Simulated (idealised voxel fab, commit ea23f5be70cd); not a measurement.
Process module heading - voxel local oxidation
Xsec cut, 250 nm wide, square cell size 5 nm.
Cross-section layout: square cells on a grid; listed as bands, top to bottom; a band spans one or more cell rows. Each band's line starts with the height of the band's top and of its bottom, in nm. Then come its materials from left to right, each with its width in nm. One material with "throughout" fills the band from edge to edge. "air" is empty space. Note: height 0 marks the level under which the wafer is uniformly one material as received. Lowest band unbounded below, written "0 nm and below". A width such as "30->40" changes by the same amount from each row of cells to the next, from the band's top row to its bottom row. Key: "nothing changed" - step with no changed cell in the cross-section. The entry titled "Closed void roster" provides the empty spaces that have no open way to the top, restricted to those of 8 cells or more. Each is presented as width x height at distance, the distance being measured from the left edge, with all three in nm. Where a step's line continues beyond its settings, the continuation is a remark by the simulator itself on that step. Each step line may optionally specify "overlay nm", which for a step with a mask gives the rightward distance between the mask's planned place and where it lay, a negative value indicating the leftward direction.
These are the steps we planned for the process
- 1: RECEIVE [material Si]
- 2: CONFORMAL_DEP [material SiO2] [thk nm 5]
- 3: CONFORMAL_DEP [material SiN] [thk nm 15]
- 4: DIRECTIONAL_DEP [material aC] [thk nm 15]
- 5: PATTERN [tone cover] [mask id ACTIVE] [material resist] [width nm 115] [thk nm 35] [overlay nm 0]
- 6: DIRECTIONAL_ETCH [etch materials aC] [depth nm 15]
- 7: STRIP [etch materials resist]
- 8: DIRECTIONAL_ETCH [etch materials SiN] [depth nm 15]
- 9: STRIP [etch materials aC]
- 10: SELECTIVE_ETCH [etch materials SiO2] [depth nm 5]
- 11: OXIDIZE [depth nm 15]
- 12: STRIP [etch materials SiN]
Same starting wafers, different width nm at step 5. Plan value belongs to the first wafer.
Received condition of the first of several wafers, sectioned: post-step 1
0 nm and below: Si throughout
Closed void roster: none
End of module, by wafer: material-by-material cell gain (+) or loss (-) since receipt, then closed voids
width nm 115, -105 Si, +126 SiO2, Closed void roster: none
width nm 120, -102 Si, +124 SiO2, Closed void roster: none
width nm 125, -99 Si, +122 SiO2, Closed void roster: none
width nm 130, -96 Si, +120 SiO2, Closed void roster: none
width nm 135, -93 Si, +118 SiO2, Closed void roster: none
width nm 140, -90 Si, +116 SiO2, Closed void roster: none
